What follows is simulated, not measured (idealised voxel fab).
process module | voxel capacitor over wiring
cross-section cut | 255 nm wide | cells 5 nm
A cross-section is a grid of square cells, given in bands from the top down. A band is one or more rows of cells.
Each band's line starts with the height of the band's top and of its bottom, in nm. Then come its materials from left to right, each with its width in nm. One material with "throughout" fills the band from edge to edge. "air" is empty space.
Height 0 is the level under which the wafer as received is all one material. The lowest band goes on downwards, as in "0 down".
A width such as "30 to 40" changes by the same amount from each row of cells to the next, from the band's top row to its bottom row.
"no change" after a step means that no cell of the cross-section changed.
closed voids: empty space of 8 cells or more with no open way to the top, each as width x height at its distance from the left edge, in nm
after a step's settings: what the simulator itself notes on the step
overlay nm, on a step with a mask: how far to the right of its planned place the mask lay; to the left if negative
plan
1 op RECEIVE | material Si
2 op CONFORMAL_DEP | material SiO2 | thk nm 15
3 op CONFORMAL_DEP | material SiN | thk nm 5
4 op DIRECTIONAL_DEP | material lowk | thk nm 15
5 op PATTERN | tone open | mask id METAL_1 | material resist | width nm 30 | pitch nm 90 | thk nm 15 | overlay nm 0
6 op DIRECTIONAL_ETCH | etch materials lowk | depth nm 15
7 op DIRECTIONAL_ETCH | etch materials SiN | depth nm 5
8 op STRIP | etch materials resist
9 op CONFORMAL_DEP | material TiN | thk nm 5
10 op FILL_DEP | material Ru | thk nm 10
11 op CMP | height nm 35
12 op CONFORMAL_DEP | material SiCN | thk nm 5
13 op DIRECTIONAL_DEP | material lowk | thk nm 10
14 op MASKED_ETCH | tone open | mask id PLUG_1 | width nm 15 | etch materials lowk | depth nm 10 | overlay nm 0
15 op MASKED_ETCH | tone open | mask id PLUG_1 | width nm 15 | etch materials SiCN | depth nm 5 | overlay nm 0
16 op CONFORMAL_DEP | material TiN | thk nm 5
17 op FILL_DEP | material Ru | thk nm 5
18 op CMP | height nm 50
19 op DIRECTIONAL_DEP | material TiN | thk nm 5
20 op DIRECTIONAL_DEP | material HfO2 | thk nm 5
21 op DIRECTIONAL_DEP | material TiN | thk nm 5
22 op PATTERN | tone cover | mask id UPPER_PLATE | material resist | width nm 65 | thk nm 15 | overlay nm 0
23 op DIRECTIONAL_ETCH | etch materials TiN | depth nm 5
24 op DIRECTIONAL_ETCH | etch materials HfO2 | depth nm 5
25 op STRIP | etch materials resist
26 op MASKED_ETCH | tone cover | mask id LOWER_PLATE | width nm 75 | etch materials TiN | depth nm 5 | overlay nm 0
27 op FILL_DEP | material SiO2 | thk nm 15
28 op CMP | height nm 75
29 op PATTERN | tone open | mask id PLUG_2 | material resist | width nm 15 | thk nm 15 | overlay nm 0
30 op DIRECTIONAL_ETCH | etch materials SiO2 | depth nm 10
31 op STRIP | etch materials resist
32 op CONFORMAL_DEP | material TiN | thk nm 5
33 op FILL_DEP | material Cu | thk nm 5
34 op CMP | height nm 75
35 op CONFORMAL_DEP | material SiCN | thk nm 5
first wafer, as planned
as received, after step 1
  0 down: Si throughout
  closed voids: none
after step 2
  15 to 0: SiO2 throughout
  below 0: unchanged
after step 3
  20 to 15: SiN throughout
  below 15: unchanged
after step 4
  35 to 20: lowk throughout
  below 20: unchanged
after step 5
  50 to 35: resist 65 | air 30 | resist 60 | air 30 | resist 70
  below 35: unchanged
after step 6
  50 to 35: resist 65 | air 30 | resist 60 | air 30 | resist 70
  35 to 20: lowk 65 | air 30 | lowk 60 | air 30 | lowk 70
  below 20: unchanged
after step 7
  50 to 35: resist 65 | air 30 | resist 60 | air 30 | resist 70
  35 to 20: lowk 65 | air 30 | lowk 60 | air 30 | lowk 70
  20 to 15: SiN 65 | air 30 | SiN 60 | air 30 | SiN 70
  below 15: unchanged
after step 8
  35 to 20: lowk 65 | air 30 | lowk 60 | air 30 | lowk 70
  below 20: unchanged
after step 9
  40 to 35: TiN 70 | air 20 | TiN 70 | air 20 | TiN 75
  35 to 20: lowk 65 | TiN 5 | air 20 | TiN 5 | lowk 60 | TiN 5 | air 20 | TiN 5 | lowk 70
  20 to 15: SiN 65 | TiN 30 | SiN 60 | TiN 30 | SiN 70
  below 15: unchanged
after step 10
  50 to 40: Ru throughout
  40 to 35: TiN 70 | Ru 20 | TiN 70 | Ru 20 | TiN 75
  35 to 20: lowk 65 | TiN 5 | Ru 20 | TiN 5 | lowk 60 | TiN 5 | Ru 20 | TiN 5 | lowk 70
  below 20: unchanged
after step 11
  35 to 20: lowk 65 | TiN 5 | Ru 20 | TiN 5 | lowk 60 | TiN 5 | Ru 20 | TiN 5 | lowk 70
  below 20: unchanged
after step 12
  40 to 35: SiCN throughout
  below 35: unchanged
after step 13
  50 to 40: lowk throughout
  below 40: unchanged
after step 14
  50 to 40: lowk 80 | air 15 | lowk 160
  below 40: unchanged
after step 15
  50 to 40: lowk 80 | air 15 | lowk 160
  40 to 35: SiCN 80 | air 15 | SiCN 160
  below 35: unchanged
after step 16
  55 to 50: TiN 85 | air 5 | TiN 165
  50 to 40: lowk 80 | TiN 5 | air 5 | TiN 5 | lowk 160
  40 to 35: SiCN 80 | TiN 15 | SiCN 160
  below 35: unchanged
after step 17
  60 to 55: Ru throughout
  55 to 50: TiN 85 | Ru 5 | TiN 165
  50 to 40: lowk 80 | TiN 5 | Ru 5 | TiN 5 | lowk 160
  below 40: unchanged
after step 18
  50 to 40: lowk 80 | TiN 5 | Ru 5 | TiN 5 | lowk 160
  below 40: unchanged
after step 19
  55 to 50: TiN throughout
  below 50: unchanged
after step 20
  60 to 55: HfO2 throughout
  below 55: unchanged
after step 21
  65 to 60: TiN throughout
  below 60: unchanged
after step 22
  80 to 65: air 80 | resist 65 | air 110
  below 65: unchanged
after step 23
  80 to 65: air 80 | resist 65 | air 110
  65 to 60: air 80 | TiN 65 | air 110
  below 60: unchanged
after step 24
  80 to 65: air 80 | resist 65 | air 110
  65 to 60: air 80 | TiN 65 | air 110
  60 to 55: air 80 | HfO2 65 | air 110
  below 55: unchanged
after step 25
  65 to 60: air 80 | TiN 65 | air 110
  below 60: unchanged
after step 26
  65 to 60: air 80 | TiN 65 | air 110
  60 to 55: air 80 | HfO2 65 | air 110
  55 to 50: air 75 | TiN 75 | air 105
  below 50: unchanged
after step 27
  80 to 65: SiO2 throughout
  65 to 60: SiO2 80 | TiN 65 | SiO2 110
  60 to 55: SiO2 80 | HfO2 65 | SiO2 110
  55 to 50: SiO2 75 | TiN 75 | SiO2 105
  below 50: unchanged
after step 28
  75 to 65: SiO2 throughout
  below 65: unchanged
after step 29
  90 to 75: resist 90 | air 15 | resist 150
  below 75: unchanged
after step 30
  90 to 75: resist 90 | air 15 | resist 150
  75 to 65: SiO2 90 | air 15 | SiO2 150
  below 65: unchanged
after step 31
  75 to 65: SiO2 90 | air 15 | SiO2 150
  below 65: unchanged
after step 32
  80 to 75: TiN 95 | air 5 | TiN 155
  75 to 70: SiO2 90 | TiN 5 | air 5 | TiN 5 | SiO2 150
  70 to 60: SiO2 90 to 80 | TiN 15 to 65 | SiO2 150 to 110
  below 60: unchanged
after step 33
  85 to 80: Cu throughout
  80 to 75: TiN 95 | Cu 5 | TiN 155
  75 to 70: SiO2 90 | TiN 5 | Cu 5 | TiN 5 | SiO2 150
  below 70: unchanged
after step 34
  75 to 70: SiO2 90 | TiN 5 | Cu 5 | TiN 5 | SiO2 150
  below 70: unchanged
after step 35
  80 to 75: SiCN throughout
  below 75: unchanged
second wafer: like start, like plan, one mistake. Through step 2 it matches the first wafer
when step 3 should have ended: no change
when step 4 should have ended
  30 to 15: lowk throughout
  below 15: unchanged
when step 5 should have ended
  45 to 30: resist 65 | air 30 | resist 60 | air 30 | resist 70
  below 30: unchanged
when step 6 should have ended
  45 to 30: resist 65 | air 30 | resist 60 | air 30 | resist 70
  30 to 15: lowk 65 | air 30 | lowk 60 | air 30 | lowk 70
  below 15: unchanged
when step 7 should have ended: no change
when step 8 should have ended
  30 to 15: lowk 65 | air 30 | lowk 60 | air 30 | lowk 70
  below 15: unchanged
when step 9 should have ended
  35 to 30: TiN 70 | air 20 | TiN 70 | air 20 | TiN 75
  30 to 20: lowk 65 | TiN 5 | air 20 | TiN 5 | lowk 60 | TiN 5 | air 20 | TiN 5 | lowk 70
  20 to 15: lowk 65 | TiN 30 | lowk 60 | TiN 30 | lowk 70
  below 15: unchanged
when step 10 should have ended
  45 to 35: Ru throughout
  35 to 30: TiN 70 | Ru 20 | TiN 70 | Ru 20 | TiN 75
  30 to 20: lowk 65 | TiN 5 | Ru 20 | TiN 5 | lowk 60 | TiN 5 | Ru 20 | TiN 5 | lowk 70
  below 20: unchanged
when step 11 should have ended
  35 to 30: TiN 70 | Ru 20 | TiN 70 | Ru 20 | TiN 75
  below 30: unchanged
when step 12 should have ended
  40 to 35: SiCN throughout
  below 35: unchanged
when step 13 should have ended
  50 to 40: lowk throughout
  below 40: unchanged
when step 14 should have ended
  50 to 40: lowk 80 | air 15 | lowk 160
  below 40: unchanged
when step 15 should have ended
  50 to 40: lowk 80 | air 15 | lowk 160
  40 to 35: SiCN 80 | air 15 | SiCN 160
  below 35: unchanged
when step 16 should have ended
  55 to 50: TiN 85 | air 5 | TiN 165
  50 to 40: lowk 80 | TiN 5 | air 5 | TiN 5 | lowk 160
  40 to 35: SiCN 80 | TiN 15 | SiCN 160
  below 35: unchanged
when step 17 should have ended
  60 to 55: Ru throughout
  55 to 50: TiN 85 | Ru 5 | TiN 165
  50 to 40: lowk 80 | TiN 5 | Ru 5 | TiN 5 | lowk 160
  below 40: unchanged
when step 18 should have ended
  50 to 40: lowk 80 | TiN 5 | Ru 5 | TiN 5 | lowk 160
  below 40: unchanged
when step 19 should have ended
  55 to 50: TiN throughout
  below 50: unchanged
when step 20 should have ended
  60 to 55: HfO2 throughout
  below 55: unchanged
when step 21 should have ended
  65 to 60: TiN throughout
  below 60: unchanged
when step 22 should have ended
  80 to 65: air 80 | resist 65 | air 110
  below 65: unchanged
when step 23 should have ended
  80 to 65: air 80 | resist 65 | air 110
  65 to 60: air 80 | TiN 65 | air 110
  below 60: unchanged
when step 24 should have ended
  80 to 65: air 80 | resist 65 | air 110
  65 to 60: air 80 | TiN 65 | air 110
  60 to 55: air 80 | HfO2 65 | air 110
  below 55: unchanged
when step 25 should have ended
  65 to 60: air 80 | TiN 65 | air 110
  below 60: unchanged
when step 26 should have ended
  65 to 60: air 80 | TiN 65 | air 110
  60 to 55: air 80 | HfO2 65 | air 110
  55 to 50: air 75 | TiN 75 | air 105
  below 50: unchanged
when step 27 should have ended
  80 to 65: SiO2 throughout
  65 to 60: SiO2 80 | TiN 65 | SiO2 110
  60 to 55: SiO2 80 | HfO2 65 | SiO2 110
  55 to 50: SiO2 75 | TiN 75 | SiO2 105
  below 50: unchanged
when step 28 should have ended
  75 to 65: SiO2 throughout
  below 65: unchanged
when step 29 should have ended
  90 to 75: resist 90 | air 15 | resist 150
  below 75: unchanged
when step 30 should have ended
  90 to 75: resist 90 | air 15 | resist 150
  75 to 65: SiO2 90 | air 15 | SiO2 150
  below 65: unchanged
when step 31 should have ended
  75 to 65: SiO2 90 | air 15 | SiO2 150
  below 65: unchanged
when step 32 should have ended
  80 to 75: TiN 95 | air 5 | TiN 155
  75 to 70: SiO2 90 | TiN 5 | air 5 | TiN 5 | SiO2 150
  70 to 60: SiO2 90 to 80 | TiN 15 to 65 | SiO2 150 to 110
  below 60: unchanged
when step 33 should have ended
  85 to 80: Cu throughout
  80 to 75: TiN 95 | Cu 5 | TiN 155
  75 to 70: SiO2 90 | TiN 5 | Cu 5 | TiN 5 | SiO2 150
  below 70: unchanged
when step 34 should have ended
  75 to 70: SiO2 90 | TiN 5 | Cu 5 | TiN 5 | SiO2 150
  below 70: unchanged
when step 35 should have ended
  80 to 75: SiCN throughout
  below 75: unchanged
what went wrong: step 3 was left out
at the end the second wafer has, in cells: 39 fewer of SiN | 39 more of TiN
